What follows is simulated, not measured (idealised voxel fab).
Title: Process Module voxel released beams
Pictured: cross-section cut, 155 nm wide, on a grid of 5 nm square cells.
Just so we're on the same page, the cross-sections are grids of square cells, and they're listed out in bands top to bottom, each band one or more rows deep.
Quick guide to a band line: top height, bottom height (nm) up front; then every material left to right with its width in nm. Only one material and it's marked "edge to edge"? Then it fills the band edge to edge. And "empty" just means empty space.
Heights from 0 (as-received wafer is one material below). Bottom band endless downward, as "0 down".
With a width like "30 to 40", each row of cells in the band differs from the next by the same amount, the top row carrying the first number and the bottom row the second.
"no change" after a step means that no cell of the cross-section changed.
"Closed void catalog" lists enclosed empty spaces (at least 8 cells, no open path upward to the top), each as width x height at distance from the left edge, in nm.
Where a step's line continues beyond its settings, the continuation is a remark by the simulator itself on that step.
overlay nm, on a step with a mask: how far to the right of its planned place the mask lay; to the left if negative

**Planned process steps**
1 RECEIVE with material Si
2 CONFORMAL_DEP with material SiN, thk nm 10
3 DIRECTIONAL_DEP with material SiO2, thk nm 20
4 PATTERN with tone open, mask id ANCHOR, material resist, width nm 45, thk nm 20, overlay nm 0
5 DIRECTIONAL_ETCH with etch materials SiO2, depth nm 20
6 STRIP with etch materials resist
7 CONFORMAL_DEP with material TiN, thk nm 15
8 MASKED_ETCH with tone cover, mask id BEAM, width nm 110, etch materials TiN, depth nm 15, overlay nm 0
9 STRIP with etch materials SiO2

**First of two wafers, with the run carried out as planned**

**Wafer at receipt (post step 1), cross-section**
- 0 down = Si edge to edge
- Closed void catalog: none

**after step 2**
- 10 to 0 = SiN edge to edge
- Whatever lies below 0 is exactly as it was before.

**after step 3**
- 30 to 10 = SiO2 edge to edge
- Whatever lies below 10 is exactly as it was before.

**after step 4**
- 50 to 30 = 25 of resist; 45 of empty; 85 of resist
- Whatever lies below 30 is exactly as it was before.

**after step 5**
- 50 to 30 = 25 of resist; 45 of empty; 85 of resist
- 30 to 10 = 25 of SiO2; 45 of empty; 85 of SiO2
- Whatever lies below 10 is exactly as it was before.

**after step 6**
- 30 to 10 = 25 of SiO2; 45 of empty; 85 of SiO2
- Whatever lies below 10 is exactly as it was before.

**after step 7**
- 45 to 30 = 40 of TiN; 15 of empty; 100 of TiN
- 30 to 25 = 25 of SiO2; 15 of TiN; 15 of empty; 15 of TiN; 85 of SiO2
- 25 to 10 = 25 of SiO2; 45 of TiN; 85 of SiO2
- Whatever lies below 10 is exactly as it was before.

**after step 8**
- 45 to 30 = 20 of empty; 20 of TiN; 15 of empty; 75 of TiN; 25 of empty
- Whatever lies below 30 is exactly as it was before.

**after step 9**
- 45 to 30 = 20 of empty; 20 of TiN; 15 of empty; 75 of TiN; 25 of empty
- 30 to 25 = 25 of empty; 15 of TiN; 15 of empty; 15 of TiN; 85 of empty
- 25 to 10 = 25 of empty; 45 of TiN; 85 of empty
- Whatever lies below 10 is exactly as it was before.

**Second wafer. Start and plan as for the first. One mistake made in running. Agrees with the first up to and including step 6**

**Second wafer, cut view, end of step 7 per plan**
- 60 to 30 = TiN edge to edge
- 30 to 10 = 25 of SiO2; 45 of TiN; 85 of SiO2
- Whatever lies below 10 is exactly as it was before.

**Second wafer, cut view, end of step 8 per plan**
- 60 to 45 = 20 of empty; 110 of TiN; 25 of empty
- Whatever lies below 45 is exactly as it was before.

Second wafer, cut view, end of step 9 per plan: no change
Finding, execution versus plan: heads up, step 7 of the plan got done twice
Per the end-of-run cell counts, the second wafer holds more or fewer of some materials than the first: +88 SiO2; +105 TiN
